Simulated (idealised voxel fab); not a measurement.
Name of the process module below: voxel transistor to metal
FYI the section here is cut, 150 nm wide, cells are 5 nm squares.
Cross-section spec: square-cell grid; bands listed top down; each band is one or more rows.
Each band's line starts with the height of the band's top and of its bottom, in nm. Then come its materials from left to right, each with its width in nm. One material with "all across" fills the band from edge to edge. "air" is empty space.
Height datum 0, below which the as-received substrate wafer is one material. Lowest band open at the bottom, running downward: "0 and below".
A width given as "30 to 40" starts at the first number in the band's top row and ends at the second number in its bottom row, shifting by an equal amount at every step from row to row.
"nothing changed" (step): cross-section cells unchanged, all of them.
Look at "Unvented voids" for the closed voids: empty spaces with no open path to the top, sized 8 cells or up. Each is width x height at distance, distance from the left edge, all nm.
Whatever follows a step's settings on its line is a remark the simulator itself makes about that step.
overlay nm: where the mask lay relative to plan, measured to the right, on steps with a mask; negatives go left.

[Listed below are the process steps as planned]
1: RECEIVE [material Si]
2: CONFORMAL_DEP [material SiO2] [thk nm 5]
3: CONFORMAL_DEP [material SiN] [thk nm 10]
4: PATTERN [tone cover] [mask id ACTIVE] [material resist] [width nm 95] [thk nm 15] [overlay nm 0]
5: DIRECTIONAL_ETCH [etch materials SiN] [depth nm 10]
6: DIRECTIONAL_ETCH [etch materials SiO2] [depth nm 5]
7: DIRECTIONAL_ETCH [etch materials Si] [depth nm 25]
8: STRIP [etch materials resist]
9: OXIDIZE [depth nm 5]
10: FILL_DEP [material SiO2] [thk nm 10]
11: CMP [height nm 15]
12: SELECTIVE_ETCH [etch materials SiO2] [depth nm 5]
13: STRIP [etch materials SiN]
14: SELECTIVE_ETCH [etch materials SiO2] [depth nm 5]
15: OXIDIZE [depth nm 5]
16: DIRECTIONAL_DEP [material polySi] [thk nm 30]
17: DIRECTIONAL_DEP [material SiCN] [thk nm 10]
18: MASKED_ETCH [tone cover] [mask id GATE] [width nm 15] [etch materials SiCN] [depth nm 20] [overlay nm 0]
19: MASKED_ETCH [tone cover] [mask id GATE] [width nm 15] [etch materials polySi] [depth nm 40] [overlay nm 0]
20: CONFORMAL_DEP [material SiN] [thk nm 10]
21: DIRECTIONAL_ETCH [etch materials SiN] [depth nm 10]
22: DIRECTIONAL_ETCH [etch materials SiO2] [depth nm 5]
23: DIRECTIONAL_ETCH [etch materials Si] [depth nm 10]
24: EPI [material pSi] [thk nm 10]
25: FILL_DEP [material SiO2] [thk nm 5]
26: CMP [height nm 40]
27: DIRECTIONAL_DEP [material SiO2] [thk nm 15]
28: MASKED_ETCH [tone open] [mask id CONTACT] [width nm 20] [pitch nm 65] [etch materials SiO2] [depth nm 60] [overlay nm 0]
29: CONFORMAL_DEP [material TiN] [thk nm 5]
30: FILL_DEP [material Ru] [thk nm 5]
31: CMP [height nm 55]
32: CONFORMAL_DEP [material SiCN] [thk nm 5]
33: DIRECTIONAL_DEP [material SiO2] [thk nm 20]
34: PATTERN [tone open] [mask id METAL_1] [material resist] [width nm 20] [pitch nm 65] [thk nm 15] [overlay nm 0]
35: DIRECTIONAL_ETCH [etch materials SiO2] [depth nm 20]
36: DIRECTIONAL_ETCH [etch materials SiCN] [depth nm 5]
37: STRIP [etch materials resist]
38: CONFORMAL_DEP [material TiN] [thk nm 5]
39: FILL_DEP [material Cu] [thk nm 5]
40: CMP [height nm 80]
41: CONFORMAL_DEP [material SiN] [thk nm 5]

[Received-state cross-section, reflecting completion of step 1]
- 0 and below = Si all across
- Unvented voids: none

[Module complete - cross-section of the first of two wafers, run according to plan]
- 85 down to 80 = SiN all across
- 80 down to 60 = SiO2 (30), TiN (5), Cu (10), TiN (5), SiO2 (45), TiN (5), Cu (10), TiN (5), SiO2 (35)
- 60 down to 55 = SiCN (30), TiN (20), SiCN (45), TiN (20), SiCN (35)
- 55 down to 40 = SiO2 (30), TiN (5), Ru (10), TiN (5), SiO2 (45), TiN (5), Ru (10), TiN (5), SiO2 (35)
- 40 down to 30 = SiO2 (30), TiN (5), Ru (10), TiN (5), SiO2 (5), SiN (10), SiCN (15), SiN (10), SiO2 (5), TiN (5), Ru (10), TiN (5), SiO2 (35)
- 30 down to 10 = SiO2 (30), TiN (5), Ru (10), TiN (5), SiO2 (5), SiN (10), polySi (15), SiN (10), SiO2 (5), TiN (5), Ru (10), TiN (5), SiO2 (35)
- 10 down to 5 = SiO2 (30), TiN (5), Ru (5), TiN (10), SiO2 (5), SiN (10), polySi (15), SiN (10), SiO2 (5), TiN (10), Ru (5), TiN (5), SiO2 (35)
- 5 down to 0 = SiO2 (20), SiN (10), TiN (5), Ru (5), TiN (5), pSi (10), SiN (10), polySi (15), SiN (10), pSi (10), TiN (5), Ru (5), TiN (5), SiN (10), SiO2 (25)
- 0 down to -5 = SiO2 (30), TiN (15), pSi (10), SiO2 (35), pSi (10), TiN (15), SiO2 (35)
- -5 down to -15 = SiO2 (30), pSi (25), Si (35), pSi (25), SiO2 (35)
- -15 down to -30 = SiO2 (30), Si (85), SiO2 (35)
- -30 and below = Si all across
- Unvented voids: none

[Second wafer cross-section at end of module - shared start and plan with the first, one mistake in the run]
- 85 down to 80 = SiN all across
- 80 down to 60 = SiO2 (30), TiN (5), Cu (10), TiN (5), SiO2 (45), TiN (5), Cu (10), TiN (5), SiO2 (35)
- 60 down to 55 = SiCN (30), TiN (20), SiCN (45), TiN (20), SiCN (35)
- 55 down to 40 = SiO2 (30), TiN (5), Ru (10), TiN (5), SiO2 (45), TiN (5), Ru (10), TiN (5), SiO2 (35)
- 40 down to 30 = SiO2 (30), TiN (5), Ru (10), TiN (5), SiO2 (5), SiN (10), SiCN (15), SiN (10), SiO2 (5), TiN (5), Ru (10), TiN (5), SiO2 (35)
- 30 down to 10 = SiO2 (30), TiN (5), Ru (10), TiN (5), SiO2 (5), SiN (10), polySi (15), SiN (10), SiO2 (5), TiN (5), Ru (10), TiN (5), SiO2 (35)
- 10 down to 5 = SiO2 (30), TiN (5), Ru (5), TiN (10), SiO2 (5), SiN (10), polySi (15), SiN (10), SiO2 (5), TiN (10), Ru (5), TiN (5), SiO2 (35)
- 5 down to 0 = SiO2 (20), SiN (10), TiN (15), pSi (10), SiN (10), polySi (15), SiN (10), pSi (10), TiN (15), SiN (10), SiO2 (25)
- 0 down to -5 = SiO2 (20), SiN (10), pSi (25), SiO2 (35), pSi (25), SiN (10), SiO2 (25)
- -5 down to -10 = SiO2 (35), pSi (20), Si (35), pSi (20), SiO2 (40)
- -10 down to -15 = SiO2 (30), Si (5), pSi (20), Si (35), pSi (20), Si (5), SiO2 (35)
- -15 down to -30 = SiO2 (30), Si (85), SiO2 (35)
- -30 and below = Si all across
- Unvented voids: none
Which mistake was made when the wafer was run? the run left out plan step 2 entirely, so it was never executed
The closing comparison, in cells, has the second wafer with more or fewer of some materials than the first: Ru: 2 fewer, Si: 2 more, SiN: 4 more, SiO2: 2 fewer, TiN: 4 fewer, pSi: 2 more
